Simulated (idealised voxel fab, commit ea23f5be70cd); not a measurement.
Module name: voxel fin reveal (process module)
cross-section cut | 160 nm wide | cells 5 nm
Cross-section spec: square-cell grid; bands listed top down; each band is one or more rows.
Band entry format. Leading values: height of top, height of bottom, nm. Remainder: materials in left-to-right order, each with its width in nm. Special words: "throughout" on a single material, which then fills the band edge to edge; "empty", empty space.
Heights are reckoned from 0. Under this level, the received wafer is all of one material. The bottommost band is open-ended downward, for example "z 0 and below".
The notation "30->40" denotes a width that varies across the rows of cells in the band, beginning at the first number in the top row, finishing at the second number in the bottom row, and changing by an identical amount from each row to the next.
Key: "all unchanged" - step with no changed cell in the cross-section.
You'll see "Closed empty spaces" listing empty spaces that have no way open to the top, as long as they're 8 cells or more; the notation is width x height at distance, where the distance is from the left edge, and all of it is in nm.
Read whatever lies past the settings on a step's line as the simulator's own remark about the step.
overlay nm: how far to the right of its planned place the mask lay on this masked step (negative: to the left).

# Planned step list for the process
1) RECEIVE, material Si
2) CONFORMAL_DEP, material SiN, thk nm 5
3) MASKED_ETCH, tone cover, mask id FINS, width nm 15, pitch nm 45, etch materials SiN, depth nm 5, overlay nm 0
4) MASKED_ETCH, tone cover, mask id FINS, width nm 15, pitch nm 45, etch materials Si, depth nm 30, overlay nm 0
5) OXIDIZE, depth nm 5
6) FILL_DEP, material SiO2, thk nm 10
7) CMP, height nm 5
8) SELECTIVE_ETCH, etch materials SiO2, depth nm 25
9) STRIP, etch materials SiN
10) CONFORMAL_DEP, material SiO2, thk nm 5

# Wafer at receipt (post step 1), cross-section
* z 0 and below  Si throughout
* Closed empty spaces: none

# Cross-sectional view of the first of the two wafers upon completion of the module, processed in accordance with the plan
* z 5 to 0  empty=50 | SiO2=15 | empty=30 | SiO2=15 | empty=50
* z 0 to -15  empty=50 | SiO2=5 | Si=5 | SiO2=5 | empty=30 | SiO2=5 | Si=5 | SiO2=5 | empty=50
* z -15 to -35  SiO2=55 | Si=5 | SiO2=40 | Si=5 | SiO2=55
* z -35 and below  Si throughout
* Closed empty spaces: none

# Module end: cross-section of wafer two of two. Same start and process plan as the first wafer. One mistake during execution
* z 5 to 0  SiO2=50 | empty=15 | SiO2=30 | empty=15 | SiO2=50
* z 0 to -5  Si=45 | SiO2=25 | Si=20 | SiO2=25 | Si=45
* z -5 and below  Si throughout
* Closed empty spaces: none
What broke from the plan during processing? step 3 did not happen as planned, as run it was MASKED_ETCH, tone open, mask id FINS, width nm 15, pitch nm 45, etch materials SiN, depth nm 5, overlay nm 0
at the end the second wafer has, in cells: +200 Si, -102 SiO2
